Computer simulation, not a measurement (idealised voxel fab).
process module | voxel double patterning
cross-section cut | 265 nm wide | cells 5 nm
A cross-section is a grid of square cells, given in bands from the top down. A band is one or more rows of cells.
Each band's line starts with the height of the band's top and of its bottom, in nm. Then come its materials from left to right, each with its width in nm. One material with "throughout" fills the band from edge to edge. "air" is empty space.
Height 0 is the level under which the wafer as received is all one material. The lowest band goes on downwards, as in "0 down".
A width such as "30 to 40" changes by the same amount from each row of cells to the next, from the band's top row to its bottom row.
"no change" after a step means that no cell of the cross-section changed.
closed voids: empty space of 8 cells or more with no open way to the top, each as width x height at its distance from the left edge, in nm
after a step's settings: what the simulator itself notes on the step
overlay nm, on a step with a mask: how far to the right of its planned place the mask lay; to the left if negative
plan
1 op RECEIVE | material Si
2 op CONFORMAL_DEP | material SiO2 | thk nm 5
3 op DIRECTIONAL_DEP | material W | thk nm 15
4 op DIRECTIONAL_DEP | material SiCN | thk nm 10
5 op PATTERN | tone open | mask id FIRST | material resist | width nm 15 | pitch nm 50 | thk nm 20 | overlay nm 0
6 op DIRECTIONAL_ETCH | etch materials SiCN | depth nm 10
7 op STRIP | etch materials resist
8 op MASKED_ETCH | tone open | mask id SECOND | width nm 15 | pitch nm 50 | etch materials SiCN | depth nm 10 | overlay nm 0
9 op DIRECTIONAL_ETCH | etch materials W | depth nm 15
10 op STRIP | etch materials SiCN
first wafer, as planned
as received, after step 1
  0 down: Si throughout
  closed voids: none
after step 2
  5 to 0: SiO2 throughout
  below 0: unchanged
after step 3
  20 to 5: W throughout
  below 5: unchanged
after step 4
  30 to 20: SiCN throughout
  below 20: unchanged
after step 5
  50 to 30: resist 75 | air 15 | resist 35 | air 15 | resist 35 | air 15 | resist 75
  below 30: unchanged
after step 6
  50 to 30: resist 75 | air 15 | resist 35 | air 15 | resist 35 | air 15 | resist 75
  30 to 20: SiCN 75 | air 15 | SiCN 35 | air 15 | SiCN 35 | air 15 | SiCN 75
  below 20: unchanged
after step 7
  30 to 20: SiCN 75 | air 15 | SiCN 35 | air 15 | SiCN 35 | air 15 | SiCN 75
  below 20: unchanged
after step 8
  30 to 20: SiCN 75 | air 15 | SiCN 10 | air 15 | SiCN 10 | air 15 | SiCN 10 | air 15 | SiCN 10 | air 15 | SiCN 75
  below 20: unchanged
after step 9
  30 to 20: SiCN 75 | air 15 | SiCN 10 | air 15 | SiCN 10 | air 15 | SiCN 10 | air 15 | SiCN 10 | air 15 | SiCN 75
  20 to 5: W 75 | air 15 | W 10 | air 15 | W 10 | air 15 | W 10 | air 15 | W 10 | air 15 | W 75
  below 5: unchanged
after step 10
  20 to 5: W 75 | air 15 | W 10 | air 15 | W 10 | air 15 | W 10 | air 15 | W 10 | air 15 | W 75
  below 5: unchanged
second wafer: like start, like plan, one mistake. Through step 8 it matches the first wafer
when step 9 should have ended
  30 to 20: SiCN 75 | air 15 | SiCN 10 | air 15 | SiCN 10 | air 15 | SiCN 10 | air 15 | SiCN 10 | air 15 | SiCN 75
  20 to 15: W 75 | air 15 | W 10 | air 15 | W 10 | air 15 | W 10 | air 15 | W 10 | air 15 | W 75
  below 15: unchanged
when step 10 should have ended
  20 to 15: W 75 | air 15 | W 10 | air 15 | W 10 | air 15 | W 10 | air 15 | W 10 | air 15 | W 75
  below 15: unchanged
what went wrong: step 9 ran as: op DIRECTIONAL_ETCH | etch materials W | depth nm 5
at the end the second wafer has, in cells: 30 more of W
